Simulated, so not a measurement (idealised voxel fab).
Presented below is a process module, voxel ribs on slabs.
Each square cell in cross-section cut measures 5 nm, and the section as a whole is 180 nm wide.
For the purposes of this document, a cross-section shall be understood as a grid of square cells, specified as bands listed in top-to-bottom order, each band consisting of one or more rows of cells. The band entry comprises the height of the band's top followed by the height of its bottom, expressed in nm, and subsequently the band's materials from left to right, each stated together with its width in nm. Where a single material is marked with the word "throughout", that material fills the band from edge to edge. The word "empty" represents empty space. Note: height 0 marks the level under which the wafer is uniformly one material as received. Lowest band unbounded below, written "from 0 down". Width: "30 to 40" (first number = top row, second number = bottom row, same change from row to row of cells). What does "no modification" mean for a step? It means no cell of the cross-section changed in that step. Empty spaces counting at least 8 cells and having no open way to the top are listed in "Sealed internal cavities". The notation width x height at distance is used for each, the distance being from the left edge and all three values in nm. Note: text after step settings on the step line = simulator remark on that step. overlay nm: how far to the right of its planned place the mask lay on this masked step (negative: to the left).
# These are the steps we planned for the process
1) RECEIVE | material Si
2) DIRECTIONAL_DEP | material SiO2 | thk nm 20
3) DIRECTIONAL_DEP | material SiN | thk nm 15
4) DIRECTIONAL_DEP | material aC | thk nm 15
5) PATTERN | tone cover | mask id RIB | material resist | width nm 20 | thk nm 35 | overlay nm 0
6) DIRECTIONAL_ETCH | etch materials aC | depth nm 15
7) STRIP | etch materials resist
8) DIRECTIONAL_ETCH | etch materials SiN | depth nm 5
9) STRIP | etch materials aC
10) DIRECTIONAL_DEP | material aC | thk nm 10
11) PATTERN | tone cover | mask id SLAB | material resist | width nm 60 | thk nm 30 | overlay nm 0
12) DIRECTIONAL_ETCH | etch materials aC | depth nm 10
13) STRIP | etch materials resist
14) DIRECTIONAL_ETCH | etch materials SiN | depth nm 10
15) STRIP | etch materials aC
16) FILL_DEP | material SiO2 | thk nm 20
17) CMP | height nm 50
18) DIRECTIONAL_DEP | material TiN | thk nm 10
19) DIRECTIONAL_DEP | material aC | thk nm 15
20) PATTERN | tone cover | mask id HEATER | material resist | width nm 30 | thk nm 35 | overlay nm 0
21) DIRECTIONAL_ETCH | etch materials aC | depth nm 15
22) STRIP | etch materials resist
23) DIRECTIONAL_ETCH | etch materials TiN | depth nm 10
24) STRIP | etch materials aC
25) CONFORMAL_DEP | material SiO2 | thk nm 10
# As-received wafer cross-section (after step 1)
- from 0 down: Si throughout
- Sealed internal cavities: none
# Run as planned - first of the two wafers cross-sectioned at the end of the module
- from 70 to 60: empty (65); SiO2 (50); empty (65)
- from 60 to 50: SiO2 (75); TiN (30); SiO2 (75)
- from 50 to 35: SiO2 throughout
- from 35 to 30: SiO2 (80); SiN (20); SiO2 (80)
- from 30 to 20: SiO2 (60); SiN (60); SiO2 (60)
- from 20 to 0: SiO2 throughout
- from 0 down: Si throughout
- Sealed internal cavities: none
# Module end: cross-section of wafer two of two. Same start and process plan as the first wafer. One mistake during execution
- from 60 to 50: empty (75); TiN (30); empty (75)
- from 50 to 35: SiO2 throughout
- from 35 to 30: SiO2 (80); SiN (20); SiO2 (80)
- from 30 to 20: SiO2 (60); SiN (60); SiO2 (60)
- from 20 to 0: SiO2 throughout
- from 0 down: Si throughout
- Sealed internal cavities: none
Misprocessing identified: plan step 25: skipped, not run
at the end the second wafer has, in cells: -80 SiO2
